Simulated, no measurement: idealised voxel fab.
Process module heading - voxel capacitor over wiring
The figure presents cross-section cut, which has a width of 265 nm and is divided into square cells with an edge length of 5 nm.
The cross-sections in this document take the form of a grid made of square cells. They are written out as bands, in order from top to bottom. Each band consists of one or more rows of cells.
First you get the band's top height and its bottom height, in nm, and then the materials it's made of, left to right, with each width in nm. If you see a single material with "edge to edge", that one covers the band edge to edge. "empty" is empty space.
Beneath 0, the wafer as received is one material, and that level is where height counting begins. The lowest band goes on downward without a bottom; it is written like "0 -> down".
A width such as "30 to 40" changes by the same amount from each row of cells to the next, from the band's top row to its bottom row.
Given "nothing got changed" for a step, no cell of the cross-section differs between before and after that step.
"Enclosed empty spaces" lists enclosed empty spaces (at least 8 cells, no open path upward to the top), each as width x height at distance from the left edge, in nm.
Post-settings text on a step line: simulator's own remark regarding the step.
overlay nm: where the mask lay relative to plan, measured to the right, on steps with a mask; negatives go left.
List of planned process steps:
1,RECEIVE (material Si)
2,CONFORMAL_DEP (material SiO2; thk nm 15)
3,CONFORMAL_DEP (material SiN; thk nm 5)
4,DIRECTIONAL_DEP (material SiO2; thk nm 20)
5,PATTERN (tone open; mask id METAL_1; material resist; width nm 30; pitch nm 80; thk nm 15; overlay nm 0)
6,DIRECTIONAL_ETCH (etch materials SiO2; depth nm 20)
7,DIRECTIONAL_ETCH (etch materials SiN; depth nm 5)
8,STRIP (etch materials resist)
9,CONFORMAL_DEP (material TiN; thk nm 5)
10,FILL_DEP (material Ru; thk nm 5)
11,CMP (height nm 40)
12,EPI (material Ru; thk nm 5)
13,FILL_DEP (material SiCN; thk nm 5)
14,DIRECTIONAL_DEP (material SiO2; thk nm 20)
15,MASKED_ETCH (tone open; mask id PLUG_1; width nm 15; etch materials SiO2; depth nm 20; overlay nm 0)
16,MASKED_ETCH (tone open; mask id PLUG_1; width nm 15; etch materials SiCN; depth nm 5; overlay nm 0)
17,EPI (material Ru; thk nm 10)
18,EPI (material Ru; thk nm 10)
19,EPI (material Ru; thk nm 5)
20,DIRECTIONAL_DEP (material TiN; thk nm 10)
21,DIRECTIONAL_DEP (material Al2O3; thk nm 5)
22,DIRECTIONAL_DEP (material TiN; thk nm 10)
23,DIRECTIONAL_DEP (material aC; thk nm 15)
24,PATTERN (tone cover; mask id UPPER_PLATE; material resist; width nm 55; thk nm 30; overlay nm 0)
25,DIRECTIONAL_ETCH (etch materials aC; depth nm 15)
26,STRIP (etch materials resist)
27,DIRECTIONAL_ETCH (etch materials TiN; depth nm 10)
28,DIRECTIONAL_ETCH (etch materials Al2O3; depth nm 5)
29,STRIP (etch materials aC)
30,MASKED_ETCH (tone cover; mask id LOWER_PLATE; width nm 65; etch materials TiN; depth nm 10; overlay nm 0)
31,FILL_DEP (material SiO2; thk nm 15)
32,CMP (height nm 105)
33,DIRECTIONAL_DEP (material aC; thk nm 10)
34,PATTERN (tone open; mask id PLUG_2; material resist; width nm 15; thk nm 30; overlay nm 0)
35,DIRECTIONAL_ETCH (etch materials aC; depth nm 10)
36,STRIP (etch materials resist)
37,DIRECTIONAL_ETCH (etch materials SiO2; depth nm 10)
38,STRIP (etch materials aC)
39,CONFORMAL_DEP (material TiN; thk nm 5)
40,FILL_DEP (material Cu; thk nm 5)
41,CMP (height nm 105)
42,CONFORMAL_DEP (material SiCN; thk nm 5)
First wafer of two (run as planned):
Cross-section: wafer on arrival = after step 1:
* 0 -> down | Si edge to edge
* Enclosed empty spaces: none
Take a look at the wafer's cross-section after step 2:
* 15 -> 0 | SiO2 edge to edge
* Beneath the level 0, the cross-section is identical to its previous state.
Take a look at the wafer's cross-section after step 3:
* 20 -> 15 | SiN edge to edge
* Beneath the level 15, the cross-section is identical to its previous state.
Take a look at the wafer's cross-section after step 4:
* 40 -> 20 | SiO2 edge to edge
* Beneath the level 20, the cross-section is identical to its previous state.
Take a look at the wafer's cross-section after step 5:
* 55 -> 40 | resist=75  empty=30  resist=50  empty=30  resist=80
* Beneath the level 40, the cross-section is identical to its previous state.
Take a look at the wafer's cross-section after step 6:
* 55 -> 40 | resist=75  empty=30  resist=50  empty=30  resist=80
* 40 -> 20 | SiO2=75  empty=30  SiO2=50  empty=30  SiO2=80
* Beneath the level 20, the cross-section is identical to its previous state.
Take a look at the wafer's cross-section after step 7:
* 55 -> 40 | resist=75  empty=30  resist=50  empty=30  resist=80
* 40 -> 20 | SiO2=75  empty=30  SiO2=50  empty=30  SiO2=80
* 20 -> 15 | SiN=75  empty=30  SiN=50  empty=30  SiN=80
* Beneath the level 15, the cross-section is identical to its previous state.
Take a look at the wafer's cross-section after step 8:
* 40 -> 20 | SiO2=75  empty=30  SiO2=50  empty=30  SiO2=80
* Beneath the level 20, the cross-section is identical to its previous state.
Take a look at the wafer's cross-section after step 9:
* 45 -> 40 | TiN=80  empty=20  TiN=60  empty=20  TiN=85
* 40 -> 20 | SiO2=75  TiN=5  empty=20  TiN=5  SiO2=50  TiN=5  empty=20  TiN=5  SiO2=80
* 20 -> 15 | SiN=75  TiN=30  SiN=50  TiN=30  SiN=80
* Beneath the level 15, the cross-section is identical to its previous state.
Take a look at the wafer's cross-section after step 10:
* 50 -> 45 | Ru edge to edge
* 45 -> 40 | TiN=80  Ru=20  TiN=60  Ru=20  TiN=85
* 40 -> 20 | SiO2=75  TiN=5  Ru=20  TiN=5  SiO2=50  TiN=5  Ru=20  TiN=5  SiO2=80
* Beneath the level 20, the cross-section is identical to its previous state.
Take a look at the wafer's cross-section after step 11:
* 40 -> 20 | SiO2=75  TiN=5  Ru=20  TiN=5  SiO2=50  TiN=5  Ru=20  TiN=5  SiO2=80
* Beneath the level 20, the cross-section is identical to its previous state.
Take a look at the wafer's cross-section after step 12:
* 45 -> 40 | empty=70  Ru=40  empty=40  Ru=40  empty=75
* Beneath the level 40, the cross-section is identical to its previous state.
Take a look at the wafer's cross-section after step 13:
* 50 -> 45 | SiCN edge to edge
* 45 -> 40 | SiCN=70  Ru=40  SiCN=40  Ru=40  SiCN=75
* Beneath the level 40, the cross-section is identical to its previous state.
Take a look at the wafer's cross-section after step 14:
* 70 -> 50 | SiO2 edge to edge
* Beneath the level 50, the cross-section is identical to its previous state.
Take a look at the wafer's cross-section after step 15:
* 70 -> 50 | SiO2=90  empty=15  SiO2=160
* Beneath the level 50, the cross-section is identical to its previous state.
Take a look at the wafer's cross-section after step 16:
* 70 -> 50 | SiO2=90  empty=15  SiO2=160
* 50 -> 45 | SiCN=90  empty=15  SiCN=160
* Beneath the level 45, the cross-section is identical to its previous state.
Take a look at the wafer's cross-section after step 17:
* 70 -> 55 | SiO2=90  empty=15  SiO2=160
* 55 -> 50 | SiO2=90  Ru=15  SiO2=160
* 50 -> 45 | SiCN=90  Ru=15  SiCN=160
* Beneath the level 45, the cross-section is identical to its previous state.
Take a look at the wafer's cross-section after step 18:
* 70 -> 65 | SiO2=90  empty=15  SiO2=160
* 65 -> 50 | SiO2=90  Ru=15  SiO2=160
* Beneath the level 50, the cross-section is identical to its previous state.
Take a look at the wafer's cross-section after step 19:
* 70 -> 50 | SiO2=90  Ru=15  SiO2=160
* Beneath the level 50, the cross-section is identical to its previous state.
Take a look at the wafer's cross-section after step 20:
* 80 -> 70 | TiN edge to edge
* Beneath the level 70, the cross-section is identical to its previous state.
Take a look at the wafer's cross-section after step 21:
* 85 -> 80 | Al2O3 edge to edge
* Beneath the level 80, the cross-section is identical to its previous state.
Take a look at the wafer's cross-section after step 22:
* 95 -> 85 | TiN edge to edge
* Beneath the level 85, the cross-section is identical to its previous state.
Take a look at the wafer's cross-section after step 23:
* 110 -> 95 | aC edge to edge
* Beneath the level 95, the cross-section is identical to its previous state.
Take a look at the wafer's cross-section after step 24:
* 140 -> 110 | empty=90  resist=55  empty=120
* Beneath the level 110, the cross-section is identical to its previous state.
Take a look at the wafer's cross-section after step 25:
* 125 -> 110 | empty=90  resist=55  empty=120
* 110 -> 95 | empty=90  aC=55  empty=120
* Beneath the level 95, the cross-section is identical to its previous state.
Take a look at the wafer's cross-section after step 26:
* 110 -> 95 | empty=90  aC=55  empty=120
* Beneath the level 95, the cross-section is identical to its previous state.
Take a look at the wafer's cross-section after step 27:
* 110 -> 95 | empty=90  aC=55  empty=120
* 95 -> 85 | empty=90  TiN=55  empty=120
* Beneath the level 85, the cross-section is identical to its previous state.
Take a look at the wafer's cross-section after step 28:
* 110 -> 95 | empty=90  aC=55  empty=120
* 95 -> 85 | empty=90  TiN=55  empty=120
* 85 -> 80 | empty=90  Al2O3=55  empty=120
* Beneath the level 80, the cross-section is identical to its previous state.
Take a look at the wafer's cross-section after step 29:
* 95 -> 85 | empty=90  TiN=55  empty=120
* Beneath the level 85, the cross-section is identical to its previous state.
Take a look at the wafer's cross-section after step 30:
* 95 -> 85 | empty=90  TiN=55  empty=120
* 85 -> 80 | empty=90  Al2O3=55  empty=120
* 80 -> 70 | empty=85  TiN=65  empty=115
* Beneath the level 70, the cross-section is identical to its previous state.
Take a look at the wafer's cross-section after step 31:
* 110 -> 95 | SiO2 edge to edge
* 95 -> 85 | SiO2=90  TiN=55  SiO2=120
* 85 -> 80 | SiO2=90  Al2O3=55  SiO2=120
* 80 -> 70 | SiO2=85  TiN=65  SiO2=115
* Beneath the level 70, the cross-section is identical to its previous state.
Take a look at the wafer's cross-section after step 32:
* 105 -> 95 | SiO2 edge to edge
* Beneath the level 95, the cross-section is identical to its previous state.
Take a look at the wafer's cross-section after step 33:
* 115 -> 105 | aC edge to edge
* Beneath the level 105, the cross-section is identical to its previous state.
Take a look at the wafer's cross-section after step 34:
* 145 -> 115 | resist=100  empty=15  resist=150
* Beneath the level 115, the cross-section is identical to its previous state.
Take a look at the wafer's cross-section after step 35:
* 135 -> 115 | resist=100  empty=15  resist=150
* 115 -> 105 | aC=100  empty=15  aC=150
* Beneath the level 105, the cross-section is identical to its previous state.
Take a look at the wafer's cross-section after step 36:
* 115 -> 105 | aC=100  empty=15  aC=150
* Beneath the level 105, the cross-section is identical to its previous state.
Take a look at the wafer's cross-section after step 37:
* 115 -> 105 | aC=100  empty=15  aC=150
* 105 -> 95 | SiO2=100  empty=15  SiO2=150
* Beneath the level 95, the cross-section is identical to its previous state.
Take a look at the wafer's cross-section after step 38:
* 105 -> 95 | SiO2=100  empty=15  SiO2=150
* Beneath the level 95, the cross-section is identical to its previous state.
Take a look at the wafer's cross-section after step 39:
* 110 -> 105 | TiN=105  empty=5  TiN=155
* 105 -> 100 | SiO2=100  TiN=5  empty=5  TiN=5  SiO2=150
* 100 -> 95 | SiO2=100  TiN=15  SiO2=150
* Beneath the level 95, the cross-section is identical to its previous state.
Take a look at the wafer's cross-section after step 40:
* 115 -> 110 | Cu edge to edge
* 110 -> 105 | TiN=105  Cu=5  TiN=155
* 105 -> 100 | SiO2=100  TiN=5  Cu=5  TiN=5  SiO2=150
* Beneath the level 100, the cross-section is identical to its previous state.
Take a look at the wafer's cross-section after step 41:
* 105 -> 100 | SiO2=100  TiN=5  Cu=5  TiN=5  SiO2=150
* Beneath the level 100, the cross-section is identical to its previous state.
Take a look at the wafer's cross-section after step 42:
* 110 -> 105 | SiCN edge to edge
* Beneath the level 105, the cross-section is identical to its previous state.
Now the other wafer: same start, same recipe, but we messed up one thing when running it. Up to and including step 23 it's the same as the first one:
Second wafer, section view, time point: scheduled end of step 24:
* 140 -> 110 | empty=95  resist=50  empty=120
* Beneath the level 110, the cross-section is identical to its previous state.
Second wafer, section view, time point: scheduled end of step 25:
* 125 -> 110 | empty=95  resist=50  empty=120
* 110 -> 95 | empty=95  aC=50  empty=120
* Beneath the level 95, the cross-section is identical to its previous state.
Second wafer, section view, time point: scheduled end of step 26:
* 110 -> 95 | empty=95  aC=50  empty=120
* Beneath the level 95, the cross-section is identical to its previous state.
Second wafer, section view, time point: scheduled end of step 27:
* 110 -> 95 | empty=95  aC=50  empty=120
* 95 -> 85 | empty=95  TiN=50  empty=120
* Beneath the level 85, the cross-section is identical to its previous state.
Second wafer, section view, time point: scheduled end of step 28:
* 110 -> 95 | empty=95  aC=50  empty=120
* 95 -> 85 | empty=95  TiN=50  empty=120
* 85 -> 80 | empty=95  Al2O3=50  empty=120
* Beneath the level 80, the cross-section is identical to its previous state.
Second wafer, section view, time point: scheduled end of step 29:
* 95 -> 85 | empty=95  TiN=50  empty=120
* Beneath the level 85, the cross-section is identical to its previous state.
Second wafer, section view, time point: scheduled end of step 30:
* 95 -> 85 | empty=95  TiN=50  empty=120
* 85 -> 80 | empty=95  Al2O3=50  empty=120
* 80 -> 70 | empty=85  TiN=65  empty=115
* Beneath the level 70, the cross-section is identical to its previous state.
Second wafer, section view, time point: scheduled end of step 31:
* 110 -> 95 | SiO2 edge to edge
* 95 -> 85 | SiO2=95  TiN=50  SiO2=120
* 85 -> 80 | SiO2=95  Al2O3=50  SiO2=120
* 80 -> 70 | SiO2=85  TiN=65  SiO2=115
* Beneath the level 70, the cross-section is identical to its previous state.
Second wafer, section view, time point: scheduled end of step 32:
* 105 -> 95 | SiO2 edge to edge
* Beneath the level 95, the cross-section is identical to its previous state.
Second wafer, section view, time point: scheduled end of step 33:
* 115 -> 105 | aC edge to edge
* Beneath the level 105, the cross-section is identical to its previous state.
Second wafer, section view, time point: scheduled end of step 34:
* 145 -> 115 | resist=100  empty=15  resist=150
* Beneath the level 115, the cross-section is identical to its previous state.
Second wafer, section view, time point: scheduled end of step 35:
* 135 -> 115 | resist=100  empty=15  resist=150
* 115 -> 105 | aC=100  empty=15  aC=150
* Beneath the level 105, the cross-section is identical to its previous state.
Second wafer, section view, time point: scheduled end of step 36:
* 115 -> 105 | aC=100  empty=15  aC=150
* Beneath the level 105, the cross-section is identical to its previous state.
Second wafer, section view, time point: scheduled end of step 37:
* 115 -> 105 | aC=100  empty=15  aC=150
* 105 -> 95 | SiO2=100  empty=15  SiO2=150
* Beneath the level 95, the cross-section is identical to its previous state.
Second wafer, section view, time point: scheduled end of step 38:
* 105 -> 95 | SiO2=100  empty=15  SiO2=150
* Beneath the level 95, the cross-section is identical to its previous state.
Second wafer, section view, time point: scheduled end of step 39:
* 110 -> 105 | TiN=105  empty=5  TiN=155
* 105 -> 100 | SiO2=100  TiN=5  empty=5  TiN=5  SiO2=150
* 100 -> 95 | SiO2=100  TiN=15  SiO2=150
* Beneath the level 95, the cross-section is identical to its previous state.
Second wafer, section view, time point: scheduled end of step 40:
* 115 -> 110 | Cu edge to edge
* 110 -> 105 | TiN=105  Cu=5  TiN=155
* 105 -> 100 | SiO2=100  TiN=5  Cu=5  TiN=5  SiO2=150
* Beneath the level 100, the cross-section is identical to its previous state.
Second wafer, section view, time point: scheduled end of step 41:
* 105 -> 100 | SiO2=100  TiN=5  Cu=5  TiN=5  SiO2=150
* Beneath the level 100, the cross-section is identical to its previous state.
Second wafer, section view, time point: scheduled end of step 42:
* 110 -> 105 | SiCN edge to edge
* Beneath the level 105, the cross-section is identical to its previous state.
What broke from the plan during processing? step 24 did not use the planned setting and instead ran as PATTERN (tone cover; mask id UPPER_PLATE; material resist; width nm 50; thk nm 30; overlay nm 0)
Materials where the second wafer ends with more or fewer cells than the first: 1 fewer of Al2O3 | 3 more of SiO2 | 2 fewer of TiN
